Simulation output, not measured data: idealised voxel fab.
Process module in this document: voxel capacitor over wiring
In the cross-section labelled cut, the width is 190 nm and each square cell is 5 nm.
Cross-section layout: square cells on a grid; listed as bands, top to bottom; a band spans one or more cell rows.
Heights first: top, then bottom, in nm. Then materials, left to right, each with a width in nm. "all across" on a single material: fills the band edge to edge. "empty": empty space.
Beneath 0, the wafer as received is one material, and that level is where height counting begins. The lowest band goes on downward without a bottom; it is written like "from 0 down".
Think of "30 to 40" as a width that walks from the first number to the second as you go down the band, top row to bottom row, taking equal-sized steps from row to row.
"changes: none" for a step: no cell of the cross-section changed in that step.
What "Completely sealed voids" gives you is every empty space of 8 cells or more that is cut off from the top. Each appears as width x height at distance, with the distance taken from the left edge and width, height and distance all in nm.
Past the settings on a step's line: simulator remark, on that step.
Each step line may optionally specify "overlay nm", which for a step with a mask gives the rightward distance between the mask's planned place and where it lay, a negative value indicating the leftward direction.

These are the steps we planned for the process
1,op RECEIVE | material Si
2,op CONFORMAL_DEP | material SiO2 | thk nm 10
3,op DIRECTIONAL_DEP | material TiN | thk nm 5
4,op DIRECTIONAL_DEP | material Ru | thk nm 25
5,op PATTERN | tone cover | mask id METAL_1 | material resist | width nm 20 | pitch nm 75 | thk nm 15 | overlay nm 0
6,op DIRECTIONAL_ETCH | etch materials Ru | depth nm 25
7,op DIRECTIONAL_ETCH | etch materials TiN | depth nm 5
8,op STRIP | etch materials resist
9,op FILL_DEP | material SiO2 | thk nm 10
10,op CMP | height nm 40
11,op CONFORMAL_DEP | material SiCN | thk nm 5
12,op DIRECTIONAL_DEP | material SiO2 | thk nm 10
13,op PATTERN | tone open | mask id PLUG_1 | material resist | width nm 15 | thk nm 20 | overlay nm 0
14,op DIRECTIONAL_ETCH | etch materials SiO2 | depth nm 10
15,op DIRECTIONAL_ETCH | etch materials SiCN | depth nm 5
16,op STRIP | etch materials resist
17,op EPI | material Ru | thk nm 10
18,op EPI | material Ru | thk nm 5
19,op DIRECTIONAL_DEP | material TiN | thk nm 10
20,op DIRECTIONAL_DEP | material HfO2 | thk nm 5
21,op DIRECTIONAL_DEP | material TiN | thk nm 10
22,op PATTERN | tone cover | mask id UPPER_PLATE | material resist | width nm 60 | thk nm 20 | overlay nm 0
23,op DIRECTIONAL_ETCH | etch materials TiN | depth nm 10
24,op DIRECTIONAL_ETCH | etch materials HfO2 | depth nm 5
25,op STRIP | etch materials resist
26,op DIRECTIONAL_DEP | material aC | thk nm 10
27,op PATTERN | tone cover | mask id LOWER_PLATE | material resist | width nm 70 | thk nm 30 | overlay nm 0
28,op DIRECTIONAL_ETCH | etch materials aC | depth nm 10
29,op STRIP | etch materials resist
30,op DIRECTIONAL_ETCH | etch materials TiN | depth nm 10
31,op STRIP | etch materials aC
32,op FILL_DEP | material SiO2 | thk nm 15
33,op CMP | height nm 90
34,op MASKED_ETCH | tone open | mask id PLUG_2 | width nm 15 | etch materials SiO2 | depth nm 10 | overlay nm 0
35,op CONFORMAL_DEP | material TiN | thk nm 5
36,op FILL_DEP | material W | thk nm 5
37,op CMP | height nm 90
38,op CONFORMAL_DEP | material SiCN | thk nm 5

Concerning the first of two wafers, which was run in accordance with the plan

As received (post step 1): cross-section
    from 0 down = Si all across
    Completely sealed voids: none

After step 2
    from 10 to 0 = SiO2 all across
    Below a height of 0, the structure has not been altered.

After step 3
    from 15 to 10 = TiN all across
    Below a height of 10, the structure has not been altered.

After step 4
    from 40 to 15 = Ru all across
    Below a height of 15, the structure has not been altered.

After step 5
    from 55 to 40 = empty 45 nm  resist 20 nm  empty 55 nm  resist 20 nm  empty 50 nm
    Below a height of 40, the structure has not been altered.

After step 6
    from 55 to 40 = empty 45 nm  resist 20 nm  empty 55 nm  resist 20 nm  empty 50 nm
    from 40 to 15 = empty 45 nm  Ru 20 nm  empty 55 nm  Ru 20 nm  empty 50 nm
    Below a height of 15, the structure has not been altered.

After step 7
    from 55 to 40 = empty 45 nm  resist 20 nm  empty 55 nm  resist 20 nm  empty 50 nm
    from 40 to 15 = empty 45 nm  Ru 20 nm  empty 55 nm  Ru 20 nm  empty 50 nm
    from 15 to 10 = empty 45 nm  TiN 20 nm  empty 55 nm  TiN 20 nm  empty 50 nm
    Below a height of 10, the structure has not been altered.

After step 8
    from 40 to 15 = empty 45 nm  Ru 20 nm  empty 55 nm  Ru 20 nm  empty 50 nm
    Below a height of 15, the structure has not been altered.

After step 9
    from 50 to 40 = SiO2 all across
    from 40 to 15 = SiO2 45 nm  Ru 20 nm  SiO2 55 nm  Ru 20 nm  SiO2 50 nm
    from 15 to 10 = SiO2 45 nm  TiN 20 nm  SiO2 55 nm  TiN 20 nm  SiO2 50 nm
    Below a height of 10, the structure has not been altered.

After step 10
    from 40 to 15 = SiO2 45 nm  Ru 20 nm  SiO2 55 nm  Ru 20 nm  SiO2 50 nm
    Below a height of 15, the structure has not been altered.

After step 11
    from 45 to 40 = SiCN all across
    Below a height of 40, the structure has not been altered.

After step 12
    from 55 to 45 = SiO2 all across
    Below a height of 45, the structure has not been altered.

After step 13
    from 75 to 55 = resist 50 nm  empty 15 nm  resist 125 nm
    Below a height of 55, the structure has not been altered.

After step 14
    from 75 to 55 = resist 50 nm  empty 15 nm  resist 125 nm
    from 55 to 45 = SiO2 50 nm  empty 15 nm  SiO2 125 nm
    Below a height of 45, the structure has not been altered.

After step 15
    from 75 to 55 = resist 50 nm  empty 15 nm  resist 125 nm
    from 55 to 45 = SiO2 50 nm  empty 15 nm  SiO2 125 nm
    from 45 to 40 = SiCN 50 nm  empty 15 nm  SiCN 125 nm
    Below a height of 40, the structure has not been altered.

After step 16
    from 55 to 45 = SiO2 50 nm  empty 15 nm  SiO2 125 nm
    Below a height of 45, the structure has not been altered.

After step 17
    from 55 to 50 = SiO2 50 nm  empty 15 nm  SiO2 125 nm
    from 50 to 45 = SiO2 50 nm  Ru 15 nm  SiO2 125 nm
    from 45 to 40 = SiCN 50 nm  Ru 15 nm  SiCN 125 nm
    Below a height of 40, the structure has not been altered.

After step 18
    from 55 to 45 = SiO2 50 nm  Ru 15 nm  SiO2 125 nm
    Below a height of 45, the structure has not been altered.

After step 19
    from 65 to 55 = TiN all across
    Below a height of 55, the structure has not been altered.

After step 20
    from 70 to 65 = HfO2 all across
    Below a height of 65, the structure has not been altered.

After step 21
    from 80 to 70 = TiN all across
    Below a height of 70, the structure has not been altered.

After step 22
    from 100 to 80 = empty 50 nm  resist 60 nm  empty 80 nm
    Below a height of 80, the structure has not been altered.

After step 23
    from 100 to 80 = empty 50 nm  resist 60 nm  empty 80 nm
    from 80 to 70 = empty 50 nm  TiN 60 nm  empty 80 nm
    Below a height of 70, the structure has not been altered.

After step 24
    from 100 to 80 = empty 50 nm  resist 60 nm  empty 80 nm
    from 80 to 70 = empty 50 nm  TiN 60 nm  empty 80 nm
    from 70 to 65 = empty 50 nm  HfO2 60 nm  empty 80 nm
    Below a height of 65, the structure has not been altered.

After step 25
    from 80 to 70 = empty 50 nm  TiN 60 nm  empty 80 nm
    Below a height of 70, the structure has not been altered.

After step 26
    from 90 to 80 = empty 50 nm  aC 60 nm  empty 80 nm
    from 80 to 75 = empty 50 nm  TiN 60 nm  empty 80 nm
    from 75 to 70 = aC 50 nm  TiN 60 nm  aC 80 nm
    from 70 to 65 = aC 50 nm  HfO2 60 nm  aC 80 nm
    Below a height of 65, the structure has not been altered.

After step 27
    from 120 to 90 = empty 45 nm  resist 70 nm  empty 75 nm
    from 90 to 80 = empty 45 nm  resist 5 nm  aC 60 nm  resist 5 nm  empty 75 nm
    from 80 to 75 = empty 45 nm  resist 5 nm  TiN 60 nm  resist 5 nm  empty 75 nm
    Below a height of 75, the structure has not been altered.

After step 28
    from 110 to 90 = empty 45 nm  resist 70 nm  empty 75 nm
    from 90 to 80 = empty 45 nm  resist 5 nm  aC 60 nm  resist 5 nm  empty 75 nm
    from 80 to 75 = empty 45 nm  resist 5 nm  TiN 60 nm  resist 5 nm  empty 75 nm
    from 75 to 70 = empty 45 nm  aC 5 nm  TiN 60 nm  aC 5 nm  empty 75 nm
    from 70 to 65 = empty 45 nm  aC 5 nm  HfO2 60 nm  aC 5 nm  empty 75 nm
    Below a height of 65, the structure has not been altered.

After step 29
    from 90 to 80 = empty 50 nm  aC 60 nm  empty 80 nm
    from 80 to 75 = empty 50 nm  TiN 60 nm  empty 80 nm
    Below a height of 75, the structure has not been altered.

After step 30
    from 90 to 80 = empty 50 nm  aC 60 nm  empty 80 nm
    from 80 to 75 = empty 50 nm  TiN 60 nm  empty 80 nm
    from 75 to 70 = empty 45 nm  aC 5 nm  TiN 60 nm  aC 5 nm  empty 75 nm
    from 70 to 65 = empty 45 nm  aC 5 nm  HfO2 60 nm  aC 5 nm  empty 75 nm
    from 65 to 55 = empty 45 nm  TiN 70 nm  empty 75 nm
    Below a height of 55, the structure has not been altered.

After step 31
    from 80 to 70 = empty 50 nm  TiN 60 nm  empty 80 nm
    from 70 to 65 = empty 50 nm  HfO2 60 nm  empty 80 nm
    Below a height of 65, the structure has not been altered.

After step 32
    from 95 to 80 = SiO2 all across
    from 80 to 70 = SiO2 50 nm  TiN 60 nm  SiO2 80 nm
    from 70 to 65 = SiO2 50 nm  HfO2 60 nm  SiO2 80 nm
    from 65 to 55 = SiO2 45 nm  TiN 70 nm  SiO2 75 nm
    Below a height of 55, the structure has not been altered.

After step 33
    from 90 to 80 = SiO2 all across
    Below a height of 80, the structure has not been altered.

After step 34
    from 90 to 80 = SiO2 60 nm  empty 15 nm  SiO2 115 nm
    Below a height of 80, the structure has not been altered.

After step 35
    from 95 to 90 = TiN 65 nm  empty 5 nm  TiN 120 nm
    from 90 to 85 = SiO2 60 nm  TiN 5 nm  empty 5 nm  TiN 5 nm  SiO2 115 nm
    from 85 to 80 = SiO2 60 nm  TiN 15 nm  SiO2 115 nm
    Below a height of 80, the structure has not been altered.

After step 36
    from 100 to 95 = W all across
    from 95 to 90 = TiN 65 nm  W 5 nm  TiN 120 nm
    from 90 to 85 = SiO2 60 nm  TiN 5 nm  W 5 nm  TiN 5 nm  SiO2 115 nm
    Below a height of 85, the structure has not been altered.

After step 37
    from 90 to 85 = SiO2 60 nm  TiN 5 nm  W 5 nm  TiN 5 nm  SiO2 115 nm
    Below a height of 85, the structure has not been altered.

After step 38
    from 95 to 90 = SiCN all across
    Below a height of 90, the structure has not been altered.

Wafer two of two - same starting point, same process plan, one mistake in execution; matches wafer one up to and including step 16

Second wafer cross-section, taken as of the time the plan sets for step 17 to be done: changes: none

Second wafer cross-section, taken as of the time the plan sets for step 18 to be done
    from 55 to 45 = SiO2 50 nm  empty 15 nm  SiO2 125 nm
    from 45 to 40 = SiCN 50 nm  Ru 15 nm  SiCN 125 nm
    Below a height of 40, the structure has not been altered.

Second wafer cross-section, taken as of the time the plan sets for step 19 to be done
    from 65 to 55 = TiN 50 nm  empty 15 nm  TiN 125 nm
    from 55 to 45 = SiO2 50 nm  TiN 15 nm  SiO2 125 nm
    Below a height of 45, the structure has not been altered.

Second wafer cross-section, taken as of the time the plan sets for step 20 to be done
    from 70 to 65 = HfO2 50 nm  empty 15 nm  HfO2 125 nm
    from 65 to 60 = TiN 50 nm  empty 15 nm  TiN 125 nm
    from 60 to 55 = TiN 50 nm  HfO2 15 nm  TiN 125 nm
    Below a height of 55, the structure has not been altered.

Second wafer cross-section, taken as of the time the plan sets for step 21 to be done
    from 80 to 70 = TiN 50 nm  empty 15 nm  TiN 125 nm
    from 70 to 65 = HfO2 50 nm  TiN 15 nm  HfO2 125 nm
    from 65 to 60 = TiN all across
    Below a height of 60, the structure has not been altered.

Second wafer cross-section, taken as of the time the plan sets for step 22 to be done
    from 100 to 80 = empty 50 nm  resist 60 nm  empty 80 nm
    from 80 to 70 = TiN 50 nm  resist 15 nm  TiN 125 nm
    Below a height of 70, the structure has not been altered.

Second wafer cross-section, taken as of the time the plan sets for step 23 to be done
    from 100 to 80 = empty 50 nm  resist 60 nm  empty 80 nm
    from 80 to 70 = empty 50 nm  resist 15 nm  TiN 45 nm  empty 80 nm
    Below a height of 70, the structure has not been altered.

Second wafer cross-section, taken as of the time the plan sets for step 24 to be done
    from 100 to 80 = empty 50 nm  resist 60 nm  empty 80 nm
    from 80 to 70 = empty 50 nm  resist 15 nm  TiN 45 nm  empty 80 nm
    from 70 to 65 = empty 50 nm  TiN 15 nm  HfO2 45 nm  empty 80 nm
    Below a height of 65, the structure has not been altered.

Second wafer cross-section, taken as of the time the plan sets for step 25 to be done
    from 80 to 70 = empty 65 nm  TiN 45 nm  empty 80 nm
    Below a height of 70, the structure has not been altered.

Second wafer cross-section, taken as of the time the plan sets for step 26 to be done
    from 90 to 80 = empty 65 nm  aC 45 nm  empty 80 nm
    from 80 to 75 = empty 50 nm  aC 15 nm  TiN 45 nm  empty 80 nm
    from 75 to 70 = aC 65 nm  TiN 45 nm  aC 80 nm
    from 70 to 65 = aC 50 nm  TiN 15 nm  HfO2 45 nm  aC 80 nm
    Below a height of 65, the structure has not been altered.

Second wafer cross-section, taken as of the time the plan sets for step 27 to be done
    from 120 to 90 = empty 45 nm  resist 70 nm  empty 75 nm
    from 90 to 80 = empty 45 nm  resist 20 nm  aC 45 nm  resist 5 nm  empty 75 nm
    from 80 to 75 = empty 45 nm  resist 5 nm  aC 15 nm  TiN 45 nm  resist 5 nm  empty 75 nm
    Below a height of 75, the structure has not been altered.

Second wafer cross-section, taken as of the time the plan sets for step 28 to be done
    from 110 to 90 = empty 45 nm  resist 70 nm  empty 75 nm
    from 90 to 80 = empty 45 nm  resist 20 nm  aC 45 nm  resist 5 nm  empty 75 nm
    from 80 to 75 = empty 45 nm  resist 5 nm  aC 15 nm  TiN 45 nm  resist 5 nm  empty 75 nm
    from 75 to 70 = empty 45 nm  aC 20 nm  TiN 45 nm  aC 5 nm  empty 75 nm
    from 70 to 65 = empty 45 nm  aC 5 nm  TiN 15 nm  HfO2 45 nm  aC 5 nm  empty 75 nm
    Below a height of 65, the structure has not been altered.

Second wafer cross-section, taken as of the time the plan sets for step 29 to be done
    from 90 to 80 = empty 65 nm  aC 45 nm  empty 80 nm
    from 80 to 75 = empty 50 nm  aC 15 nm  TiN 45 nm  empty 80 nm
    Below a height of 75, the structure has not been altered.

Second wafer cross-section, taken as of the time the plan sets for step 30 to be done
    from 90 to 80 = empty 65 nm  aC 45 nm  empty 80 nm
    from 80 to 75 = empty 50 nm  aC 15 nm  TiN 45 nm  empty 80 nm
    from 75 to 70 = empty 45 nm  aC 20 nm  TiN 45 nm  aC 5 nm  empty 75 nm
    from 70 to 65 = empty 45 nm  aC 5 nm  TiN 15 nm  HfO2 45 nm  aC 5 nm  empty 75 nm
    from 65 to 60 = empty 45 nm  TiN 70 nm  empty 75 nm
    from 60 to 55 = empty 45 nm  TiN 5 nm  HfO2 15 nm  TiN 50 nm  empty 75 nm
    Below a height of 55, the structure has not been altered.

Second wafer cross-section, taken as of the time the plan sets for step 31 to be done
    from 80 to 70 = empty 65 nm  TiN 45 nm  empty 80 nm
    from 70 to 65 = empty 50 nm  TiN 15 nm  HfO2 45 nm  empty 80 nm
    Below a height of 65, the structure has not been altered.

Second wafer cross-section, taken as of the time the plan sets for step 32 to be done
    from 95 to 80 = SiO2 all across
    from 80 to 70 = SiO2 65 nm  TiN 45 nm  SiO2 80 nm
    from 70 to 65 = SiO2 50 nm  TiN 15 nm  HfO2 45 nm  SiO2 80 nm
    from 65 to 60 = SiO2 45 nm  TiN 70 nm  SiO2 75 nm
    from 60 to 55 = SiO2 45 nm  TiN 5 nm  HfO2 15 nm  TiN 50 nm  SiO2 75 nm
    Below a height of 55, the structure has not been altered.

Second wafer cross-section, taken as of the time the plan sets for step 33 to be done
    from 90 to 80 = SiO2 all across
    Below a height of 80, the structure has not been altered.

Second wafer cross-section, taken as of the time the plan sets for step 34 to be done
    from 90 to 80 = SiO2 60 nm  empty 15 nm  SiO2 115 nm
    Below a height of 80, the structure has not been altered.

Second wafer cross-section, taken as of the time the plan sets for step 35 to be done
    from 95 to 90 = TiN 65 nm  empty 5 nm  TiN 120 nm
    from 90 to 85 = SiO2 60 nm  TiN 5 nm  empty 5 nm  TiN 5 nm  SiO2 115 nm
    from 85 to 80 = SiO2 60 nm  TiN 15 nm  SiO2 115 nm
    Below a height of 80, the structure has not been altered.

Second wafer cross-section, taken as of the time the plan sets for step 36 to be done
    from 100 to 95 = W all across
    from 95 to 90 = TiN 65 nm  W 5 nm  TiN 120 nm
    from 90 to 85 = SiO2 60 nm  TiN 5 nm  W 5 nm  TiN 5 nm  SiO2 115 nm
    Below a height of 85, the structure has not been altered.

Second wafer cross-section, taken as of the time the plan sets for step 37 to be done
    from 90 to 85 = SiO2 60 nm  TiN 5 nm  W 5 nm  TiN 5 nm  SiO2 115 nm
    Below a height of 85, the structure has not been altered.

Second wafer cross-section, taken as of the time the plan sets for step 38 to be done
    from 95 to 90 = SiCN all across
    Below a height of 90, the structure has not been altered.
What was the processing mistake? step 17 of the plan: omitted, not performed
Final difference in cells, second wafer against first, listed per material as more or fewer: 6 fewer of Ru, 6 more of SiO2
